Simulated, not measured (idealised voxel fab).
This section sets out a process module, namely voxel wiring stack.
cross-section cut | 200 nm wide | cells 5 nm
Reading order for cross-sections: top band down to bottom band. Underlying form: a grid of square cells. Band size: one or more rows of cells.
It is stipulated that each band's entry specify, in nanometres, the height of the top of the band and then that of its bottom, followed by the materials of the band in left-to-right sequence, each together with its width in nanometres. A single material marked by the word "everywhere" is understood to fill the band from edge to edge; the word "air" is understood to denote empty space.
Where do heights start? At 0: under that level the wafer as delivered is made of one material only. And the lowest band has no floor; it just carries on downward, as in "top 0, no bottom".
You'd read "30->40" like this: the band's top row of cells is as wide as the first number, its bottom row is as wide as the second, and going down, every row changes width by the same amount as the row before did.
Take "remained the same" at face value: in the step it is given for, the cross-section changed in none of its cells.
The list in "Enclosed voids" covers empty spaces of 8 cells or more that cannot reach the top through any open way, and it gives each as width x height at distance; the distance is from the left edge, and width, height and distance are in nm.
Where a step's line continues beyond its settings, the continuation is a remark by the simulator itself on that step.
Among the settings permitted on a step's line is "overlay nm"; applied to a step with a mask, it specifies the extent to which the mask lay to the right of its planned position, whereas a negative figure signifies a position to the left.
## Process steps - plan
| 1 | RECEIVE: material Si |
| 2 | CONFORMAL_DEP: material SiO2, thk nm 15 |
| 3 | DIRECTIONAL_DEP: material TiN, thk nm 5 |
| 4 | DIRECTIONAL_DEP: material Ru, thk nm 15 |
| 5 | MASKED_ETCH: tone cover, mask id METAL_1, width nm 25, pitch nm 50, etch materials Ru, depth nm 15, overlay nm 0 |
| 6 | MASKED_ETCH: tone cover, mask id METAL_1, width nm 25, pitch nm 50, etch materials TiN, depth nm 5, overlay nm 0 |
| 7 | CONFORMAL_DEP: material SiCN, thk nm 5 |
| 8 | FILL_DEP: material SiO2, thk nm 5 |
| 9 | CMP: height nm 35 |
| 10 | CONFORMAL_DEP: material SiCN, thk nm 5 |
| 11 | DIRECTIONAL_DEP: material SiO2, thk nm 20 |
| 12 | DIRECTIONAL_DEP: material aC, thk nm 10 |
| 13 | PATTERN: tone open, mask id PLUG_1, material resist, width nm 15, pitch nm 50, thk nm 25, overlay nm 0 |
| 14 | DIRECTIONAL_ETCH: etch materials aC, depth nm 10 |
| 15 | STRIP: etch materials resist |
| 16 | DIRECTIONAL_ETCH: etch materials SiO2, depth nm 20 |
| 17 | DIRECTIONAL_ETCH: etch materials SiCN, depth nm 5 |
| 18 | STRIP: etch materials aC |
| 19 | EPI: material Ru, thk nm 10 |
| 20 | EPI: material Ru, thk nm 10 |
| 21 | EPI: material Ru, thk nm 5 |
| 22 | DIRECTIONAL_DEP: material TiN, thk nm 5 |
| 23 | DIRECTIONAL_DEP: material Ru, thk nm 20 |
| 24 | MASKED_ETCH: tone cover, mask id METAL_2, width nm 25, pitch nm 50, etch materials Ru, depth nm 20, overlay nm 0 |
| 25 | MASKED_ETCH: tone cover, mask id METAL_2, width nm 25, pitch nm 50, etch materials TiN, depth nm 5, overlay nm 0 |
| 26 | CONFORMAL_DEP: material SiN, thk nm 5 |
| 27 | FILL_DEP: material SiO2, thk nm 10 |
| 28 | CMP: height nm 85 |
| 29 | CONFORMAL_DEP: material SiCN, thk nm 5 |
| 30 | DIRECTIONAL_DEP: material lowk, thk nm 15 |
| 31 | PATTERN: tone open, mask id PLUG_2, material resist, width nm 15, thk nm 15, overlay nm 0 |
| 32 | DIRECTIONAL_ETCH: etch materials lowk, depth nm 15 |
| 33 | DIRECTIONAL_ETCH: etch materials SiCN, depth nm 5 |
| 34 | STRIP: etch materials resist |
| 35 | CONFORMAL_DEP: material TiN, thk nm 5 |
| 36 | FILL_DEP: material Cu, thk nm 10 |
| 37 | CMP: height nm 105 |
| 38 | DIRECTIONAL_DEP: material TiN, thk nm 5 |
| 39 | DIRECTIONAL_DEP: material Ru, thk nm 15 |
| 40 | MASKED_ETCH: tone cover, mask id METAL_3, width nm 25, pitch nm 50, etch materials Ru, depth nm 15, overlay nm 0 |
| 41 | MASKED_ETCH: tone cover, mask id METAL_3, width nm 25, pitch nm 50, etch materials TiN, depth nm 5, overlay nm 0 |
| 42 | CONFORMAL_DEP: material SiCN, thk nm 5 |
| 43 | FILL_DEP: material lowk, thk nm 10 |
| 44 | CMP: height nm 125 |
| 45 | CONFORMAL_DEP: material SiCN, thk nm 5 |
## Delivered wafer in cross-section: state after step 1
	top 0, no bottom  Si everywhere
	Enclosed voids: none
## The first of the two wafers as seen in cross-section once the module was finished; processing followed the plan
	top 130, bottom 125  SiCN everywhere
	top 125, bottom 110  55 lowk; 5 SiCN; 25 Ru; 5 SiCN; 15 lowk; 5 SiCN; 25 Ru; 5 SiCN; 60 lowk
	top 110, bottom 105  60 SiCN; 25 TiN; 25 SiCN; 25 TiN; 65 SiCN
	top 105, bottom 90  60 lowk; 5 TiN; 5 Cu; 5 TiN; 125 lowk
	top 90, bottom 85  60 SiCN; 15 TiN; 125 SiCN
	top 85, bottom 65  55 SiO2; 5 SiN; 25 Ru; 5 SiN; 15 SiO2; 5 SiN; 25 Ru; 5 SiN; 60 SiO2
	top 65, bottom 60  60 SiN; 25 TiN; 25 SiN; 25 TiN; 65 SiN
	top 60, bottom 40  60 SiO2; 15 Ru; 35 SiO2; 15 Ru; 75 SiO2
	top 40, bottom 35  60 SiCN; 15 Ru; 35 SiCN; 15 Ru; 75 SiCN
	top 35, bottom 20  55 SiO2; 5 SiCN; 25 Ru; 5 SiCN; 15 SiO2; 5 SiCN; 25 Ru; 5 SiCN; 60 SiO2
	top 20, bottom 15  60 SiCN; 25 TiN; 25 SiCN; 25 TiN; 65 SiCN
	top 15, bottom 0  SiO2 everywhere
	top 0, no bottom  Si everywhere
	Enclosed voids: none
## Cross-section, second wafer: same start as the first, same plan as the first, one mistake in running it; taken at the end of the module
	top 130, bottom 125  SiCN everywhere
	top 125, bottom 110  55 lowk; 5 SiCN; 25 Ru; 5 SiCN; 15 lowk; 5 SiCN; 25 Ru; 5 SiCN; 60 lowk
	top 110, bottom 105  60 SiCN; 25 TiN; 25 SiCN; 25 TiN; 65 SiCN
	top 105, bottom 90  60 lowk; 5 TiN; 5 Cu; 5 TiN; 125 lowk
	top 90, bottom 85  60 SiCN; 15 TiN; 125 SiCN
	top 85, bottom 75  55 SiO2; 5 SiN; 25 Ru; 5 SiN; 15 SiO2; 5 SiN; 25 Ru; 5 SiN; 60 SiO2
	top 75, bottom 70  45 SiO2; 15 SiN; 25 TiN; 5 SiN; 5 SiO2; 15 SiN; 25 TiN; 5 SiN; 60 SiO2
	top 70, bottom 65  45 SiO2; 5 SiN; 35 Ru; 5 SiN; 5 SiO2; 5 SiN; 35 Ru; 5 SiN; 60 SiO2
	top 65, bottom 60  50 SiN; 35 Ru; 15 SiN; 35 Ru; 65 SiN
	top 60, bottom 40  60 SiO2; 15 Ru; 35 SiO2; 15 Ru; 75 SiO2
	top 40, bottom 35  60 SiCN; 15 Ru; 35 SiCN; 15 Ru; 75 SiCN
	top 35, bottom 20  55 SiO2; 5 SiCN; 25 Ru; 5 SiCN; 15 SiO2; 5 SiCN; 25 Ru; 5 SiCN; 60 SiO2
	top 20, bottom 15  60 SiCN; 25 TiN; 25 SiCN; 25 TiN; 65 SiCN
	top 15, bottom 0  SiO2 everywhere
	top 0, no bottom  Si everywhere
	Enclosed voids: none
Here's what went sideways: it cannot be told which of the identical steps 19 and 20 was the one run twice
Count the cells at the end and the second wafer has more or fewer of some materials than the first: 8 more of Ru, 8 fewer of SiO2
